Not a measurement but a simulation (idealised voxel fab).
The process module that follows is named voxel self aligned vias.
Square cells of 5 nm make up the cross-section cut, whose width is 270 nm.
Bands, listed from the top down, are how a cross-section gets written in this document; the cross-section itself is a grid of square cells, and a band is one or more rows of them.
Band: top and bottom heights (nm) first, top before bottom; then materials from left to right, widths in nm. "all across" marks a sole material filling the band edge to edge. "empty" denotes empty space.
Heights are reckoned from 0. Under this level, the received wafer is all of one material. The bottommost band is open-ended downward, for example "0..down".
A width such as "30 to 40" changes by the same amount from each row of cells to the next, from the band's top row to its bottom row.
You'll sometimes find "nothing different" written for a step, and that's the way of saying that nowhere in the cross-section did a cell change during that step.
The label "Enclosed internal cavities" introduces a list of the empty spaces, 8 cells or larger, that have no open way up to the top; each entry in it reads width x height at distance, where the distance is taken from the left edge and all three are stated in nm.
Read whatever lies past the settings on a step's line as the simulator's own remark about the step.
"overlay nm" on a masked step: distance the mask lay right of its planned place, negative for left.

Process steps foreseen in the plan
1 RECEIVE with material Si
2 CONFORMAL_DEP with material SiO2, thk nm 10
3 CONFORMAL_DEP with material SiCN, thk nm 5
4 DIRECTIONAL_DEP with material SiO2, thk nm 30
5 PATTERN with tone open, mask id LINES, material resist, width nm 20, pitch nm 55, thk nm 15, overlay nm 0
6 DIRECTIONAL_ETCH with etch materials SiO2, depth nm 30
7 STRIP with etch materials resist
8 CONFORMAL_DEP with material TiN, thk nm 5
9 FILL_DEP with material W, thk nm 10
10 CMP with height nm 45
11 SELECTIVE_ETCH with etch materials W Ru TiN, depth nm 5
12 FILL_DEP with material SiN, thk nm 5
13 CMP with height nm 45
14 DIRECTIONAL_DEP with material SiO2, thk nm 15
15 DIRECTIONAL_DEP with material aC, thk nm 10
16 PATTERN with tone open, mask id VIAS, material resist, width nm 40, pitch nm 110, thk nm 25, overlay nm 0
17 DIRECTIONAL_ETCH with etch materials aC, depth nm 10
18 STRIP with etch materials resist
19 DIRECTIONAL_ETCH with etch materials SiO2, depth nm 15
20 DIRECTIONAL_ETCH with etch materials SiN, depth nm 5
21 STRIP with etch materials aC
22 CONFORMAL_DEP with material TiN, thk nm 5
23 FILL_DEP with material Cu, thk nm 5
24 CMP with height nm 60
25 CONFORMAL_DEP with material SiN, thk nm 5

The first wafer of two, processed as planned

Received-state cross-section, reflecting completion of step 1
	0..down  Si all across
	Enclosed internal cavities: none

Cross-sectional representation of the wafer at the conclusion of step 2
	10..0  SiO2 all across
	Below 0, the layers are the same as they were.

Cross-sectional representation of the wafer at the conclusion of step 3
	15..10  SiCN all across
	Below 10, the layers are the same as they were.

Cross-sectional representation of the wafer at the conclusion of step 4
	45..15  SiO2 all across
	Below 15, the layers are the same as they were.

Cross-sectional representation of the wafer at the conclusion of step 5
	60..45  70 resist, then 20 empty, then 35 resist, then 20 empty, then 35 resist, then 20 empty, then 70 resist
	Below 45, the layers are the same as they were.

Cross-sectional representation of the wafer at the conclusion of step 6
	60..45  70 resist, then 20 empty, then 35 resist, then 20 empty, then 35 resist, then 20 empty, then 70 resist
	45..15  70 SiO2, then 20 empty, then 35 SiO2, then 20 empty, then 35 SiO2, then 20 empty, then 70 SiO2
	Below 15, the layers are the same as they were.

Cross-sectional representation of the wafer at the conclusion of step 7
	45..15  70 SiO2, then 20 empty, then 35 SiO2, then 20 empty, then 35 SiO2, then 20 empty, then 70 SiO2
	Below 15, the layers are the same as they were.

Cross-sectional representation of the wafer at the conclusion of step 8
	50..45  75 TiN, then 10 empty, then 45 TiN, then 10 empty, then 45 TiN, then 10 empty, then 75 TiN
	45..20  70 SiO2, then 5 TiN, then 10 empty, then 5 TiN, then 35 SiO2, then 5 TiN, then 10 empty, then 5 TiN, then 35 SiO2, then 5 TiN, then 10 empty, then 5 TiN, then 70 SiO2
	20..15  70 SiO2, then 20 TiN, then 35 SiO2, then 20 TiN, then 35 SiO2, then 20 TiN, then 70 SiO2
	Below 15, the layers are the same as they were.

Cross-sectional representation of the wafer at the conclusion of step 9
	60..50  W all across
	50..45  75 TiN, then 10 W, then 45 TiN, then 10 W, then 45 TiN, then 10 W, then 75 TiN
	45..20  70 SiO2, then 5 TiN, then 10 W, then 5 TiN, then 35 SiO2, then 5 TiN, then 10 W, then 5 TiN, then 35 SiO2, then 5 TiN, then 10 W, then 5 TiN, then 70 SiO2
	Below 20, the layers are the same as they were.

Cross-sectional representation of the wafer at the conclusion of step 10
	45..20  70 SiO2, then 5 TiN, then 10 W, then 5 TiN, then 35 SiO2, then 5 TiN, then 10 W, then 5 TiN, then 35 SiO2, then 5 TiN, then 10 W, then 5 TiN, then 70 SiO2
	Below 20, the layers are the same as they were.

Cross-sectional representation of the wafer at the conclusion of step 11
	45..40  70 SiO2, then 20 empty, then 35 SiO2, then 20 empty, then 35 SiO2, then 20 empty, then 70 SiO2
	Below 40, the layers are the same as they were.

Cross-sectional representation of the wafer at the conclusion of step 12
	50..45  SiN all across
	45..40  70 SiO2, then 20 SiN, then 35 SiO2, then 20 SiN, then 35 SiO2, then 20 SiN, then 70 SiO2
	Below 40, the layers are the same as they were.

Cross-sectional representation of the wafer at the conclusion of step 13
	45..40  70 SiO2, then 20 SiN, then 35 SiO2, then 20 SiN, then 35 SiO2, then 20 SiN, then 70 SiO2
	Below 40, the layers are the same as they were.

Cross-sectional representation of the wafer at the conclusion of step 14
	60..45  SiO2 all across
	Below 45, the layers are the same as they were.

Cross-sectional representation of the wafer at the conclusion of step 15
	70..60  aC all across
	Below 60, the layers are the same as they were.

Cross-sectional representation of the wafer at the conclusion of step 16
	95..70  60 resist, then 40 empty, then 70 resist, then 40 empty, then 60 resist
	Below 70, the layers are the same as they were.

Cross-sectional representation of the wafer at the conclusion of step 17
	85..70  60 resist, then 40 empty, then 70 resist, then 40 empty, then 60 resist
	70..60  60 aC, then 40 empty, then 70 aC, then 40 empty, then 60 aC
	Below 60, the layers are the same as they were.

Cross-sectional representation of the wafer at the conclusion of step 18
	70..60  60 aC, then 40 empty, then 70 aC, then 40 empty, then 60 aC
	Below 60, the layers are the same as they were.

Cross-sectional representation of the wafer at the conclusion of step 19
	70..60  60 aC, then 40 empty, then 70 aC, then 40 empty, then 60 aC
	60..45  60 SiO2, then 40 empty, then 70 SiO2, then 40 empty, then 60 SiO2
	Below 45, the layers are the same as they were.

Cross-sectional representation of the wafer at the conclusion of step 20
	70..60  60 aC, then 40 empty, then 70 aC, then 40 empty, then 60 aC
	60..45  60 SiO2, then 40 empty, then 70 SiO2, then 40 empty, then 60 SiO2
	45..40  70 SiO2, then 20 empty, then 35 SiO2, then 20 SiN, then 35 SiO2, then 20 empty, then 70 SiO2
	Below 40, the layers are the same as they were.

Cross-sectional representation of the wafer at the conclusion of step 21
	60..45  60 SiO2, then 40 empty, then 70 SiO2, then 40 empty, then 60 SiO2
	Below 45, the layers are the same as they were.

Cross-sectional representation of the wafer at the conclusion of step 22
	65..60  65 TiN, then 30 empty, then 80 TiN, then 30 empty, then 65 TiN
	60..50  60 SiO2, then 5 TiN, then 30 empty, then 5 TiN, then 70 SiO2, then 5 TiN, then 30 empty, then 5 TiN, then 60 SiO2
	50..45  60 SiO2, then 15 TiN, then 10 empty, then 15 TiN, then 70 SiO2, then 15 TiN, then 10 empty, then 15 TiN, then 60 SiO2
	45..40  70 SiO2, then 20 TiN, then 35 SiO2, then 20 SiN, then 35 SiO2, then 20 TiN, then 70 SiO2
	Below 40, the layers are the same as they were.

Cross-sectional representation of the wafer at the conclusion of step 23
	70..65  Cu all across
	65..60  65 TiN, then 30 Cu, then 80 TiN, then 30 Cu, then 65 TiN
	60..50  60 SiO2, then 5 TiN, then 30 Cu, then 5 TiN, then 70 SiO2, then 5 TiN, then 30 Cu, then 5 TiN, then 60 SiO2
	50..45  60 SiO2, then 15 TiN, then 10 Cu, then 15 TiN, then 70 SiO2, then 15 TiN, then 10 Cu, then 15 TiN, then 60 SiO2
	Below 45, the layers are the same as they were.

Cross-sectional representation of the wafer at the conclusion of step 24
	60..50  60 SiO2, then 5 TiN, then 30 Cu, then 5 TiN, then 70 SiO2, then 5 TiN, then 30 Cu, then 5 TiN, then 60 SiO2
	Below 50, the layers are the same as they were.

Cross-sectional representation of the wafer at the conclusion of step 25
	65..60  SiN all across
	Below 60, the layers are the same as they were.

Wafer two. Same start, same plan, one slip in execution. Same as wafer one through step 8, inclusive

At the planned end of step 9, the second wafer in cross-section
	60..50  SiN all across
	50..45  75 TiN, then 10 SiN, then 45 TiN, then 10 SiN, then 45 TiN, then 10 SiN, then 75 TiN
	45..20  70 SiO2, then 5 TiN, then 10 SiN, then 5 TiN, then 35 SiO2, then 5 TiN, then 10 SiN, then 5 TiN, then 35 SiO2, then 5 TiN, then 10 SiN, then 5 TiN, then 70 SiO2
	Below 20, the layers are the same as they were.

At the planned end of step 10, the second wafer in cross-section
	45..20  70 SiO2, then 5 TiN, then 10 SiN, then 5 TiN, then 35 SiO2, then 5 TiN, then 10 SiN, then 5 TiN, then 35 SiO2, then 5 TiN, then 10 SiN, then 5 TiN, then 70 SiO2
	Below 20, the layers are the same as they were.

At the planned end of step 11, the second wafer in cross-section
	45..40  70 SiO2, then 5 empty, then 10 SiN, then 5 empty, then 35 SiO2, then 5 empty, then 10 SiN, then 5 empty, then 35 SiO2, then 5 empty, then 10 SiN, then 5 empty, then 70 SiO2
	Below 40, the layers are the same as they were.

At the planned end of step 12, the second wafer in cross-section
	50..45  SiN all across
	45..40  70 SiO2, then 20 SiN, then 35 SiO2, then 20 SiN, then 35 SiO2, then 20 SiN, then 70 SiO2
	Below 40, the layers are the same as they were.

At the planned end of step 13, the second wafer in cross-section
	45..40  70 SiO2, then 20 SiN, then 35 SiO2, then 20 SiN, then 35 SiO2, then 20 SiN, then 70 SiO2
	Below 40, the layers are the same as they were.

At the planned end of step 14, the second wafer in cross-section
	60..45  SiO2 all across
	Below 45, the layers are the same as they were.

At the planned end of step 15, the second wafer in cross-section
	70..60  aC all across
	Below 60, the layers are the same as they were.

At the planned end of step 16, the second wafer in cross-section
	95..70  60 resist, then 40 empty, then 70 resist, then 40 empty, then 60 resist
	Below 70, the layers are the same as they were.

At the planned end of step 17, the second wafer in cross-section
	85..70  60 resist, then 40 empty, then 70 resist, then 40 empty, then 60 resist
	70..60  60 aC, then 40 empty, then 70 aC, then 40 empty, then 60 aC
	Below 60, the layers are the same as they were.

At the planned end of step 18, the second wafer in cross-section
	70..60  60 aC, then 40 empty, then 70 aC, then 40 empty, then 60 aC
	Below 60, the layers are the same as they were.

At the planned end of step 19, the second wafer in cross-section
	70..60  60 aC, then 40 empty, then 70 aC, then 40 empty, then 60 aC
	60..45  60 SiO2, then 40 empty, then 70 SiO2, then 40 empty, then 60 SiO2
	Below 45, the layers are the same as they were.

At the planned end of step 20, the second wafer in cross-section
	70..60  60 aC, then 40 empty, then 70 aC, then 40 empty, then 60 aC
	60..45  60 SiO2, then 40 empty, then 70 SiO2, then 40 empty, then 60 SiO2
	45..40  70 SiO2, then 20 empty, then 35 SiO2, then 20 SiN, then 35 SiO2, then 20 empty, then 70 SiO2
	Below 40, the layers are the same as they were.

At the planned end of step 21, the second wafer in cross-section
	60..45  60 SiO2, then 40 empty, then 70 SiO2, then 40 empty, then 60 SiO2
	Below 45, the layers are the same as they were.

At the planned end of step 22, the second wafer in cross-section
	65..60  65 TiN, then 30 empty, then 80 TiN, then 30 empty, then 65 TiN
	60..50  60 SiO2, then 5 TiN, then 30 empty, then 5 TiN, then 70 SiO2, then 5 TiN, then 30 empty, then 5 TiN, then 60 SiO2
	50..45  60 SiO2, then 15 TiN, then 10 empty, then 15 TiN, then 70 SiO2, then 15 TiN, then 10 empty, then 15 TiN, then 60 SiO2
	45..40  70 SiO2, then 20 TiN, then 35 SiO2, then 20 SiN, then 35 SiO2, then 20 TiN, then 70 SiO2
	Below 40, the layers are the same as they were.

At the planned end of step 23, the second wafer in cross-section
	70..65  Cu all across
	65..60  65 TiN, then 30 Cu, then 80 TiN, then 30 Cu, then 65 TiN
	60..50  60 SiO2, then 5 TiN, then 30 Cu, then 5 TiN, then 70 SiO2, then 5 TiN, then 30 Cu, then 5 TiN, then 60 SiO2
	50..45  60 SiO2, then 15 TiN, then 10 Cu, then 15 TiN, then 70 SiO2, then 15 TiN, then 10 Cu, then 15 TiN, then 60 SiO2
	Below 45, the layers are the same as they were.

At the planned end of step 24, the second wafer in cross-section
	60..50  60 SiO2, then 5 TiN, then 30 Cu, then 5 TiN, then 70 SiO2, then 5 TiN, then 30 Cu, then 5 TiN, then 60 SiO2
	Below 50, the layers are the same as they were.

At the planned end of step 25, the second wafer in cross-section
	65..60  SiN all across
	Below 60, the layers are the same as they were.
Diagnosis: step 9 went in with a setting other than planned; the actual run was FILL_DEP with material SiN, thk nm 10
FYI, end of process, the second wafer has more or fewer cells of some materials than the first: SiN: 24 more | W: 24 fewer
